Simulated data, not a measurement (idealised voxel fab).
The document below concerns the process module designated voxel self aligned vias.
Square cells of 5 nm make up the cross-section cut, whose width is 155 nm.
How to read a cross-section here: the picture is a grid of square cells, written as bands going from the top down, and any band can span one or more rows of cells. The entry gives the band's vertical extent as a top height and a bottom height in nm, then its horizontal make-up as materials from left to right, each with a width in nm. "empty" stands for empty space; a single material marked "all across" fills the band edge to edge. Heights are expressed relative to 0, this being the level below which the as-received wafer comprises one material exclusively. The lowest band is unbounded in the downward direction and is denoted as in "0..down". A two-number width, for instance "30 to 40", indicates that the width is equal to the first number in the top row of the band and to the second number in the bottom row, and that it changes by a constant amount per row of cells. You'll sometimes find "changes: none" written for a step, and that's the way of saying that nowhere in the cross-section did a cell change during that step. Voids not open to the top, 8 cells minimum: see "Voids, fully enclosed". Written width x height at distance; distance is from the left edge; nm. Post-settings text on a step line: simulator's own remark regarding the step. What "overlay nm" on a step's line means: if the step has a mask, that mask lay this far to the right of its planned place, or, when the value is negative, to the left.
Process steps foreseen in the plan
- 1: RECEIVE | material Si
- 2: CONFORMAL_DEP | material SiO2 | thk nm 10
- 3: CONFORMAL_DEP | material SiCN | thk nm 5
- 4: DIRECTIONAL_DEP | material lowk | thk nm 30
- 5: MASKED_ETCH | tone open | mask id LINES | width nm 30 | pitch nm 65 | etch materials lowk | depth nm 30 | overlay nm 0
- 6: CONFORMAL_DEP | material TiN | thk nm 5
- 7: FILL_DEP | material Ru | thk nm 10
- 8: CMP | height nm 45
- 9: SELECTIVE_ETCH | etch materials W Ru TiN | depth nm 5
- 10: FILL_DEP | material SiN | thk nm 10
- 11: CMP | height nm 45
- 12: DIRECTIONAL_DEP | material lowk | thk nm 15
- 13: PATTERN | tone open | mask id VIAS | material resist | width nm 50 | thk nm 15 | overlay nm 0
- 14: DIRECTIONAL_ETCH | etch materials lowk | depth nm 15
- 15: DIRECTIONAL_ETCH | etch materials SiN | depth nm 5
- 16: STRIP | etch materials resist
- 17: CONFORMAL_DEP | material TiN | thk nm 5
- 18: FILL_DEP | material Cu | thk nm 5
- 19: CMP | height nm 60
- 20: CONFORMAL_DEP | material SiCN | thk nm 5
Of two wafers, the first: run according to plan
Cross-section of the wafer as it came to us, i.e., already through step 1
  0..down = Si all across
  Voids, fully enclosed: none
Step 2 complete: cross-section through the wafer
  10..0 = SiO2 all across
  Below a height of 0, the structure has not been altered.
Step 3 complete: cross-section through the wafer
  15..10 = SiCN all across
  Below a height of 10, the structure has not been altered.
Step 4 complete: cross-section through the wafer
  45..15 = lowk all across
  Below a height of 15, the structure has not been altered.
Step 5 complete: cross-section through the wafer
  45..15 = lowk (30) / empty (30) / lowk (35) / empty (30) / lowk (30)
  Below a height of 15, the structure has not been altered.
Step 6 complete: cross-section through the wafer
  50..45 = TiN (35) / empty (20) / TiN (45) / empty (20) / TiN (35)
  45..20 = lowk (30) / TiN (5) / empty (20) / TiN (5) / lowk (35) / TiN (5) / empty (20) / TiN (5) / lowk (30)
  20..15 = lowk (30) / TiN (30) / lowk (35) / TiN (30) / lowk (30)
  Below a height of 15, the structure has not been altered.
Step 7 complete: cross-section through the wafer
  60..50 = Ru all across
  50..45 = TiN (35) / Ru (20) / TiN (45) / Ru (20) / TiN (35)
  45..20 = lowk (30) / TiN (5) / Ru (20) / TiN (5) / lowk (35) / TiN (5) / Ru (20) / TiN (5) / lowk (30)
  Below a height of 20, the structure has not been altered.
Step 8 complete: cross-section through the wafer
  45..20 = lowk (30) / TiN (5) / Ru (20) / TiN (5) / lowk (35) / TiN (5) / Ru (20) / TiN (5) / lowk (30)
  Below a height of 20, the structure has not been altered.
Step 9 complete: cross-section through the wafer
  45..40 = lowk (30) / empty (30) / lowk (35) / empty (30) / lowk (30)
  Below a height of 40, the structure has not been altered.
Step 10 complete: cross-section through the wafer
  55..45 = SiN all across
  45..40 = lowk (30) / SiN (30) / lowk (35) / SiN (30) / lowk (30)
  Below a height of 40, the structure has not been altered.
Step 11 complete: cross-section through the wafer
  45..40 = lowk (30) / SiN (30) / lowk (35) / SiN (30) / lowk (30)
  Below a height of 40, the structure has not been altered.
Step 12 complete: cross-section through the wafer
  60..45 = lowk all across
  Below a height of 45, the structure has not been altered.
Step 13 complete: cross-section through the wafer
  75..60 = resist (20) / empty (50) / resist (85)
  Below a height of 60, the structure has not been altered.
Step 14 complete: cross-section through the wafer
  75..60 = resist (20) / empty (50) / resist (85)
  60..45 = lowk (20) / empty (50) / lowk (85)
  Below a height of 45, the structure has not been altered.
Step 15 complete: cross-section through the wafer
  75..60 = resist (20) / empty (50) / resist (85)
  60..45 = lowk (20) / empty (50) / lowk (85)
  45..40 = lowk (30) / empty (30) / lowk (35) / SiN (30) / lowk (30)
  Below a height of 40, the structure has not been altered.
Step 16 complete: cross-section through the wafer
  60..45 = lowk (20) / empty (50) / lowk (85)
  Below a height of 45, the structure has not been altered.
Step 17 complete: cross-section through the wafer
  65..60 = TiN (25) / empty (40) / TiN (90)
  60..50 = lowk (20) / TiN (5) / empty (40) / TiN (5) / lowk (85)
  50..45 = lowk (20) / TiN (15) / empty (20) / TiN (15) / lowk (85)
  45..40 = lowk (30) / TiN (30) / lowk (35) / SiN (30) / lowk (30)
  Below a height of 40, the structure has not been altered.
Step 18 complete: cross-section through the wafer
  70..65 = Cu all across
  65..60 = TiN (25) / Cu (40) / TiN (90)
  60..50 = lowk (20) / TiN (5) / Cu (40) / TiN (5) / lowk (85)
  50..45 = lowk (20) / TiN (15) / Cu (20) / TiN (15) / lowk (85)
  Below a height of 45, the structure has not been altered.
Step 19 complete: cross-section through the wafer
  60..50 = lowk (20) / TiN (5) / Cu (40) / TiN (5) / lowk (85)
  Below a height of 50, the structure has not been altered.
Step 20 complete: cross-section through the wafer
  65..60 = SiCN all across
  Below a height of 60, the structure has not been altered.
The second wafer: identical to the first at the outset and in its planned sequence, differing only in that one mistake was made during processing; up to and including step 4, its path is the first wafer's path
Cross-section of the second wafer corresponding to the planned conclusion of step 5
  45..15 = lowk (40) / empty (30) / lowk (35) / empty (30) / lowk (20)
  Below a height of 15, the structure has not been altered.
Cross-section of the second wafer corresponding to the planned conclusion of step 6
  50..45 = TiN (45) / empty (20) / TiN (45) / empty (20) / TiN (25)
  45..20 = lowk (40) / TiN (5) / empty (20) / TiN (5) / lowk (35) / TiN (5) / empty (20) / TiN (5) / lowk (20)
  20..15 = lowk (40) / TiN (30) / lowk (35) / TiN (30) / lowk (20)
  Below a height of 15, the structure has not been altered.
Cross-section of the second wafer corresponding to the planned conclusion of step 7
  60..50 = Ru all across
  50..45 = TiN (45) / Ru (20) / TiN (45) / Ru (20) / TiN (25)
  45..20 = lowk (40) / TiN (5) / Ru (20) / TiN (5) / lowk (35) / TiN (5) / Ru (20) / TiN (5) / lowk (20)
  Below a height of 20, the structure has not been altered.
Cross-section of the second wafer corresponding to the planned conclusion of step 8
  45..20 = lowk (40) / TiN (5) / Ru (20) / TiN (5) / lowk (35) / TiN (5) / Ru (20) / TiN (5) / lowk (20)
  Below a height of 20, the structure has not been altered.
Cross-section of the second wafer corresponding to the planned conclusion of step 9
  45..40 = lowk (40) / empty (30) / lowk (35) / empty (30) / lowk (20)
  Below a height of 40, the structure has not been altered.
Cross-section of the second wafer corresponding to the planned conclusion of step 10
  55..45 = SiN all across
  45..40 = lowk (40) / SiN (30) / lowk (35) / SiN (30) / lowk (20)
  Below a height of 40, the structure has not been altered.
Cross-section of the second wafer corresponding to the planned conclusion of step 11
  45..40 = lowk (40) / SiN (30) / lowk (35) / SiN (30) / lowk (20)
  Below a height of 40, the structure has not been altered.
Cross-section of the second wafer corresponding to the planned conclusion of step 12
  60..45 = lowk all across
  Below a height of 45, the structure has not been altered.
Cross-section of the second wafer corresponding to the planned conclusion of step 13
  75..60 = resist (20) / empty (50) / resist (85)
  Below a height of 60, the structure has not been altered.
Cross-section of the second wafer corresponding to the planned conclusion of step 14
  75..60 = resist (20) / empty (50) / resist (85)
  60..45 = lowk (20) / empty (50) / lowk (85)
  Below a height of 45, the structure has not been altered.
Cross-section of the second wafer corresponding to the planned conclusion of step 15
  75..60 = resist (20) / empty (50) / resist (85)
  60..45 = lowk (20) / empty (50) / lowk (85)
  45..40 = lowk (40) / empty (30) / lowk (35) / SiN (30) / lowk (20)
  Below a height of 40, the structure has not been altered.
Cross-section of the second wafer corresponding to the planned conclusion of step 16
  60..45 = lowk (20) / empty (50) / lowk (85)
  Below a height of 45, the structure has not been altered.
Cross-section of the second wafer corresponding to the planned conclusion of step 17
  65..60 = TiN (25) / empty (40) / TiN (90)
  60..50 = lowk (20) / TiN (5) / empty (40) / TiN (5) / lowk (85)
  50..45 = lowk (20) / TiN (25) / empty (20) / TiN (5) / lowk (85)
  45..40 = lowk (40) / TiN (30) / lowk (35) / SiN (30) / lowk (20)
  Below a height of 40, the structure has not been altered.
Cross-section of the second wafer corresponding to the planned conclusion of step 18
  70..65 = Cu all across
  65..60 = TiN (25) / Cu (40) / TiN (90)
  60..50 = lowk (20) / TiN (5) / Cu (40) / TiN (5) / lowk (85)
  50..45 = lowk (20) / TiN (25) / Cu (20) / TiN (5) / lowk (85)
  Below a height of 45, the structure has not been altered.
Cross-section of the second wafer corresponding to the planned conclusion of step 19
  60..50 = lowk (20) / TiN (5) / Cu (40) / TiN (5) / lowk (85)
  Below a height of 50, the structure has not been altered.
Cross-section of the second wafer corresponding to the planned conclusion of step 20
  65..60 = SiCN all across
  Below a height of 60, the structure has not been altered.
Heads up, the wafer didn't run the way we planned it: step 5 did not use the planned setting and instead ran as MASKED_ETCH | tone open | mask id LINES | width nm 30 | pitch nm 65 | etch materials lowk | depth nm 30 | overlay nm 10
Comparing end states, the material composition by cell count is preserved from the first wafer to the second, while the locations of the cells are not.
